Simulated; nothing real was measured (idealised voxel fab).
process module | voxel wiring stack
cross-section cut | 225 nm wide | cells 5 nm
A cross-section is a grid of square cells, given in bands from the top down. A band is one or more rows of cells.
Each band's line starts with the height of the band's top and of its bottom, in nm. Then come its materials from left to right, each with its width in nm. One material with "throughout" fills the band from edge to edge. "air" is empty space.
Height 0 is the level under which the wafer as received is all one material. The lowest band goes on downwards, as in "0 down".
A width such as "30 to 40" changes by the same amount from each row of cells to the next, from the band's top row to its bottom row.
"no change" after a step means that no cell of the cross-section changed.
closed voids: empty space of 8 cells or more with no open way to the top, each as width x height at its distance from the left edge, in nm
after a step's settings: what the simulator itself notes on the step
overlay nm, on a step with a mask: how far to the right of its planned place the mask lay; to the left if negative
plan
1 op RECEIVE | material Si
2 op CONFORMAL_DEP | material SiO2 | thk nm 15
3 op CONFORMAL_DEP | material SiCN | thk nm 5
4 op DIRECTIONAL_DEP | material SiO2 | thk nm 25
5 op PATTERN | tone open | mask id METAL_1 | material resist | width nm 25 | pitch nm 45 | thk nm 15 | overlay nm 0
6 op DIRECTIONAL_ETCH | etch materials SiO2 | depth nm 25
7 op DIRECTIONAL_ETCH | etch materials SiCN | depth nm 5
8 op STRIP | etch materials resist
9 op CONFORMAL_DEP | material TiN | thk nm 5
10 op FILL_DEP | material W | thk nm 5
11 op CMP | height nm 45
12 op CONFORMAL_DEP | material SiCN | thk nm 5
13 op DIRECTIONAL_DEP | material lowk | thk nm 25
14 op PATTERN | tone open | mask id METAL_2 | material resist | width nm 25 | pitch nm 45 | thk nm 15 | overlay nm 0
15 op DIRECTIONAL_ETCH | etch materials lowk | depth nm 15
16 op STRIP | etch materials resist
17 op PATTERN | tone open | mask id METAL_2_HOLES | material resist | width nm 15 | pitch nm 45 | thk nm 15 | overlay nm 0
18 op DIRECTIONAL_ETCH | etch materials lowk | depth nm 10
19 op DIRECTIONAL_ETCH | etch materials SiCN | depth nm 5
20 op STRIP | etch materials resist
21 op CONFORMAL_DEP | material TiN | thk nm 5
22 op FILL_DEP | material Cu | thk nm 5
23 op CMP | height nm 75
24 op CONFORMAL_DEP | material SiCN | thk nm 5
25 op DIRECTIONAL_DEP | material SiO2 | thk nm 15
26 op PATTERN | tone open | mask id PLUG_2 | material resist | width nm 15 | pitch nm 90 | thk nm 15 | overlay nm -15
27 op DIRECTIONAL_ETCH | etch materials SiO2 | depth nm 15
28 op DIRECTIONAL_ETCH | etch materials SiCN | depth nm 5
29 op STRIP | etch materials resist
30 op CONFORMAL_DEP | material TiN | thk nm 5
31 op FILL_DEP | material Cu | thk nm 5
32 op CMP | height nm 95
33 op DIRECTIONAL_DEP | material TiN | thk nm 5
34 op DIRECTIONAL_DEP | material W | thk nm 20
35 op DIRECTIONAL_DEP | material aC | thk nm 10
36 op PATTERN | tone cover | mask id METAL_3 | material resist | width nm 25 | pitch nm 45 | thk nm 25 | overlay nm 0
37 op DIRECTIONAL_ETCH | etch materials aC | depth nm 10
38 op STRIP | etch materials resist
39 op DIRECTIONAL_ETCH | etch materials W | depth nm 20
40 op DIRECTIONAL_ETCH | etch materials TiN | depth nm 5
41 op STRIP | etch materials aC
42 op CONFORMAL_DEP | material SiCN | thk nm 5
43 op FILL_DEP | material SiO2 | thk nm 10
44 op CMP | height nm 120
45 op CONFORMAL_DEP | material SiCN | thk nm 5
46 op DIRECTIONAL_DEP | material lowk | thk nm 25
47 op PATTERN | tone open | mask id METAL_4 | material resist | width nm 25 | pitch nm 45 | thk nm 15 | overlay nm 0
48 op DIRECTIONAL_ETCH | etch materials lowk | depth nm 15
49 op STRIP | etch materials resist
50 op DIRECTIONAL_DEP | material aC | thk nm 10
51 op PATTERN | tone open | mask id METAL_4_HOLES | material resist | width nm 15 | pitch nm 45 | thk nm 30 | overlay nm 0
52 op DIRECTIONAL_ETCH | etch materials aC | depth nm 10
53 op STRIP | etch materials resist
54 op DIRECTIONAL_ETCH | etch materials lowk | depth nm 10
55 op DIRECTIONAL_ETCH | etch materials SiCN | depth nm 5
56 op STRIP | etch materials aC
57 op CONFORMAL_DEP | material TiN | thk nm 5
58 op FILL_DEP | material Ru | thk nm 10
59 op CMP | height nm 150
60 op CONFORMAL_DEP | material SiCN | thk nm 5
varied across the wafers: overlay nm of step 26. The plan shows the first wafer's value. All wafers start alike
first wafer as received, after step 1
  0 down: Si throughout
  closed voids: none
each wafer at the end: cells of each material gained (+) or lost (-) since it was received, then its closed voids
overlay nm -15 | +42 Cu | +36 Ru | +232 SiCN | +445 SiO2 | +218 TiN | +140 W | +282 lowk | closed voids: none
overlay nm -10 | +42 Cu | +36 Ru | +232 SiCN | +445 SiO2 | +218 TiN | +140 W | +282 lowk | closed voids: none
overlay nm -5 | +42 Cu | +36 Ru | +232 SiCN | +445 SiO2 | +218 TiN | +140 W | +282 lowk | closed voids: none
overlay nm 0 | +42 Cu | +36 Ru | +232 SiCN | +445 SiO2 | +218 TiN | +140 W | +282 lowk | closed voids: none
overlay nm 5 | +42 Cu | +36 Ru | +232 SiCN | +445 SiO2 | +218 TiN | +140 W | +282 lowk | closed voids: none
overlay nm 10 | +42 Cu | +36 Ru | +232 SiCN | +445 SiO2 | +218 TiN | +140 W | +282 lowk | closed voids: none
overlay nm 15 | +42 Cu | +36 Ru | +232 SiCN | +445 SiO2 | +218 TiN | +140 W | +282 lowk | closed voids: none
